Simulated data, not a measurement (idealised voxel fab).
Title: Process Module voxel ribs on slabs
Cross-section cut spans 200 nm and uses square cells 5 nm in size.
This document writes a cross-section as a grid whose cells are square, and gives it as bands, listed from the top down; one or more rows of cells form a band. Heads up on the band format: heights come first, top then bottom, in nm. After that it's the materials left to right, each with its width in nm. A single material flagged "throughout" fills the whole band edge to edge, and "blank" means there's empty space there. For the purposes of this specification, 0 denotes the height below which the wafer in its as-received condition is composed wholly of one material, and the lowermost band, lacking a lower limit, extends downward without end, as expressed in "0 and below". When a width is written as two numbers, as in "30->40", the first number is the width in the top row of cells of the band and the second is the width in its bottom row, and the width changes by the same amount from each row to the next. What does "identical to before" mean for a step? It means no cell of the cross-section changed in that step. The list in "Catalogued sealed voids" covers empty spaces of 8 cells or more that cannot reach the top through any open way, and it gives each as width x height at distance; the distance is from the left edge, and width, height and distance are in nm. Heads up: the bit after the settings on a step's line is the simulator's remark on that step. A step line may carry the setting "overlay nm", which, for steps involving a mask, states the distance by which the mask lay to the right of its intended position; negative values denote displacement to the left.

Planned process steps:
1. RECEIVE | material Si
2. DIRECTIONAL_DEP | material SiO2 | thk nm 20
3. DIRECTIONAL_DEP | material SiN | thk nm 25
4. PATTERN | tone cover | mask id RIB | material resist | width nm 20 | thk nm 20 | overlay nm 0
5. DIRECTIONAL_ETCH | etch materials SiN | depth nm 5
6. STRIP | etch materials resist
7. PATTERN | tone cover | mask id SLAB | material resist | width nm 80 | thk nm 15 | overlay nm 0
8. DIRECTIONAL_ETCH | etch materials SiN | depth nm 20
9. STRIP | etch materials resist
10. FILL_DEP | material SiO2 | thk nm 30
11. CMP | height nm 65
12. DIRECTIONAL_DEP | material W | thk nm 10
13. MASKED_ETCH | tone cover | mask id HEATER | width nm 30 | etch materials W | depth nm 10 | overlay nm 0
14. CONFORMAL_DEP | material SiO2 | thk nm 10

So this is the incoming wafer in cross-section - it's already been through step 1:
	0 and below  Si throughout
	Catalogued sealed voids: none

The first of the two wafers as seen in cross-section once the module was finished; processing followed the plan:
	85 down to 75  blank: 75; SiO2: 50; blank: 75
	75 down to 65  SiO2: 85; W: 30; SiO2: 85
	65 down to 45  SiO2 throughout
	45 down to 40  SiO2: 90; SiN: 20; SiO2: 90
	40 down to 20  SiO2: 60; SiN: 80; SiO2: 60
	20 down to 0  SiO2 throughout
	0 and below  Si throughout
	Catalogued sealed voids: none

Cross-sectional image of the second wafer of the two following completion of the module. Starting state and process plan were the same as for the first wafer; one execution error occurred:
	85 down to 75  blank: 75; SiO2: 50; blank: 75
	75 down to 65  SiO2: 85; W: 30; SiO2: 85
	65 down to 25  SiO2 throughout
	25 down to 0  SiN throughout
	0 and below  Si throughout
	Catalogued sealed voids: none
what went wrong: step 3 occupied the plan position of step 2, and the converse holds as well
Heads up, by the end the second wafer has more or fewer cells of some materials compared to the first: SiN +132; SiO2 -132
